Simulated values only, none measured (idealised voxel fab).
process module | voxel ribs on slabs
cross-section cut | 285 nm wide | cells 5 nm
A cross-section is a grid of square cells, given in bands from the top down. A band is one or more rows of cells.
Each band's line starts with the height of the band's top and of its bottom, in nm. Then come its materials from left to right, each with its width in nm. One material with "throughout" fills the band from edge to edge. "air" is empty space.
Height 0 is the level under which the wafer as received is all one material. The lowest band goes on downwards, as in "0 down".
A width such as "30 to 40" changes by the same amount from each row of cells to the next, from the band's top row to its bottom row.
"no change" after a step means that no cell of the cross-section changed.
closed voids: empty space of 8 cells or more with no open way to the top, each as width x height at its distance from the left edge, in nm
after a step's settings: what the simulator itself notes on the step
overlay nm, on a step with a mask: how far to the right of its planned place the mask lay; to the left if negative
plan
1 op RECEIVE | material Si
2 op DIRECTIONAL_DEP | material SiO2 | thk nm 30
3 op DIRECTIONAL_DEP | material SiN | thk nm 15
4 op DIRECTIONAL_DEP | material aC | thk nm 10
5 op PATTERN | tone cover | mask id RIB | material resist | width nm 15 | thk nm 25 | overlay nm 0
6 op DIRECTIONAL_ETCH | etch materials aC | depth nm 10
7 op STRIP | etch materials resist
8 op DIRECTIONAL_ETCH | etch materials SiN | depth nm 10
9 op STRIP | etch materials aC
10 op PATTERN | tone cover | mask id SLAB | material resist | width nm 45 | thk nm 15 | overlay nm 0
11 op DIRECTIONAL_ETCH | etch materials SiN | depth nm 5
12 op STRIP | etch materials resist
13 op FILL_DEP | material SiO2 | thk nm 25
14 op CMP | height nm 65
15 op DIRECTIONAL_DEP | material W | thk nm 5
16 op MASKED_ETCH | tone cover | mask id HEATER | width nm 25 | etch materials W | depth nm 5 | overlay nm 0
17 op CONFORMAL_DEP | material SiO2 | thk nm 5
as received, after step 1
  0 down: Si throughout
  closed voids: none
a wafer at the end: this start, this plan, one mistake
  75 to 70: air 125 | SiO2 35 | air 125
  70 to 65: SiO2 130 | W 25 | SiO2 130
  65 to 45: SiO2 throughout
  45 to 35: SiO2 135 | SiN 15 | SiO2 135
  35 to 30: SiO2 120 | SiN 45 | SiO2 120
  30 to 0: W throughout
  0 down: Si throughout
  closed voids: none
what went wrong: step 2 ran as: op DIRECTIONAL_DEP | material W | thk nm 30
